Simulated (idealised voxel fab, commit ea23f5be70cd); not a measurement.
Process module heading - voxel capacitor over wiring
This is section cut - it's 225 nm across, gridded in 5 nm square cells.
Cross-section spec: square-cell grid; bands listed top down; each band is one or more rows. Top height, bottom height, nm. Materials left to right, width each, nm. Single material + "everywhere" = fills band edge to edge. "blank" = empty. Note: height 0 marks the level under which the wafer is uniformly one material as received. Lowest band unbounded below, written "from 0 down". The notation "30 to 40" denotes a width that varies across the rows of cells in the band, beginning at the first number in the top row, finishing at the second number in the bottom row, and changing by an identical amount from each row to the next. A step reported as "no modifications" is a step in which no cell of the cross-section changed. Voids not open to the top, 8 cells minimum: see "Unvented internal voids". Written width x height at distance; distance is from the left edge; nm. Anything after a step's settings on that line? It's the simulator's own note about the step. A step's line can hold "overlay nm"; with a mask on that step, the setting says how far right of the planned place the mask lay, while a negative setting says it lay to the left.

The process steps that were planned are listed below:
1,RECEIVE (material Si)
2,CONFORMAL_DEP (material SiO2; thk nm 15)
3,CONFORMAL_DEP (material SiN; thk nm 5)
4,DIRECTIONAL_DEP (material SiO2; thk nm 15)
5,DIRECTIONAL_DEP (material aC; thk nm 10)
6,PATTERN (tone open; mask id METAL_1; material resist; width nm 20; pitch nm 90; thk nm 25; overlay nm 0)
7,DIRECTIONAL_ETCH (etch materials aC; depth nm 10)
8,STRIP (etch materials resist)
9,DIRECTIONAL_ETCH (etch materials SiO2; depth nm 15)
10,DIRECTIONAL_ETCH (etch materials SiN; depth nm 5)
11,STRIP (etch materials aC)
12,CONFORMAL_DEP (material TiN; thk nm 5)
13,FILL_DEP (material Cu; thk nm 10)
14,CMP (height nm 35)
15,EPI (material Ru; thk nm 5)
16,FILL_DEP (material SiCN; thk nm 5)
17,DIRECTIONAL_DEP (material SiO2; thk nm 20)
18,PATTERN (tone open; mask id PLUG_1; material resist; width nm 15; thk nm 15; overlay nm 0)
19,DIRECTIONAL_ETCH (etch materials SiO2; depth nm 20)
20,DIRECTIONAL_ETCH (etch materials SiCN; depth nm 5)
21,STRIP (etch materials resist)
22,EPI (material Ru; thk nm 10)
23,EPI (material Ru; thk nm 10)
24,EPI (material Ru; thk nm 5)
25,DIRECTIONAL_DEP (material TiN; thk nm 10)
26,DIRECTIONAL_DEP (material SiN; thk nm 5)
27,DIRECTIONAL_DEP (material TiN; thk nm 5)
28,MASKED_ETCH (tone cover; mask id UPPER_PLATE; width nm 75; etch materials TiN; depth nm 5; overlay nm 0)
29,MASKED_ETCH (tone cover; mask id UPPER_PLATE; width nm 75; etch materials SiN; depth nm 5; overlay nm 0)
30,PATTERN (tone cover; mask id LOWER_PLATE; material resist; width nm 85; thk nm 15; overlay nm 0)
31,DIRECTIONAL_ETCH (etch materials TiN; depth nm 10)
32,STRIP (etch materials resist)
33,FILL_DEP (material SiO2; thk nm 20)
34,CMP (height nm 100)
35,MASKED_ETCH (tone open; mask id PLUG_2; width nm 15; etch materials SiO2; depth nm 15; overlay nm 0)
36,CONFORMAL_DEP (material TiN; thk nm 5)
37,FILL_DEP (material Cu; thk nm 5)
38,CMP (height nm 100)
39,CONFORMAL_DEP (material SiCN; thk nm 5)

Wafer cross-section on receipt, i.e. after step 1:
- from 0 down = Si everywhere
- Unvented internal voids: none

The first of two wafers, cross-sectioned at the end of the module, with the run proceeding as planned:
- from 105 to 100 = SiCN everywhere
- from 100 to 90 = SiO2 70 nm, then TiN 5 nm, then Cu 5 nm, then TiN 5 nm, then SiO2 140 nm
- from 90 to 80 = SiO2 70 to 60 nm, then TiN 15 to 75 nm, then SiO2 140 to 90 nm
- from 80 to 75 = SiO2 60 nm, then SiN 75 nm, then SiO2 90 nm
- from 75 to 65 = SiO2 55 nm, then TiN 85 nm, then SiO2 85 nm
- from 65 to 45 = SiO2 60 nm, then Ru 15 nm, then SiO2 150 nm
- from 45 to 40 = SiCN 60 nm, then Ru 15 nm, then SiCN 150 nm
- from 40 to 35 = SiCN 50 nm, then Ru 30 nm, then SiCN 60 nm, then Ru 30 nm, then SiCN 55 nm
- from 35 to 20 = SiO2 55 nm, then TiN 5 nm, then Cu 10 nm, then TiN 5 nm, then SiO2 70 nm, then TiN 5 nm, then Cu 10 nm, then TiN 5 nm, then SiO2 60 nm
- from 20 to 15 = SiN 55 nm, then TiN 20 nm, then SiN 70 nm, then TiN 20 nm, then SiN 60 nm
- from 15 to 0 = SiO2 everywhere
- from 0 down = Si everywhere
- Unvented internal voids: none

Now the second wafer, cross-sectioned at the end of the module. Nothing different at the start, nothing different in the plan compared with the first, just one mistake when it was actually run:
- from 95 to 90 = SiCN everywhere
- from 90 to 80 = SiO2 70 to 60 nm, then TiN 15 to 75 nm, then SiO2 140 to 90 nm
- from 80 to 75 = SiO2 60 nm, then SiN 75 nm, then SiO2 90 nm
- from 75 to 65 = SiO2 55 nm, then TiN 85 nm, then SiO2 85 nm
- from 65 to 45 = SiO2 60 nm, then Ru 15 nm, then SiO2 150 nm
- from 45 to 40 = SiCN 60 nm, then Ru 15 nm, then SiCN 150 nm
- from 40 to 35 = SiCN 50 nm, then Ru 30 nm, then SiCN 60 nm, then Ru 30 nm, then SiCN 55 nm
- from 35 to 20 = SiO2 55 nm, then TiN 5 nm, then Cu 10 nm, then TiN 5 nm, then SiO2 70 nm, then TiN 5 nm, then Cu 10 nm, then TiN 5 nm, then SiO2 60 nm
- from 20 to 15 = SiN 55 nm, then TiN 20 nm, then SiN 70 nm, then TiN 20 nm, then SiN 60 nm
- from 15 to 0 = SiO2 everywhere
- from 0 down = Si everywhere
- Unvented internal voids: none
Finding, execution versus plan: step 38 was processed under conditions differing from the plan, specifically as CMP (height nm 90)
Final difference in cells, second wafer against first, listed per material as more or fewer: -2 Cu, -84 SiO2, -4 TiN
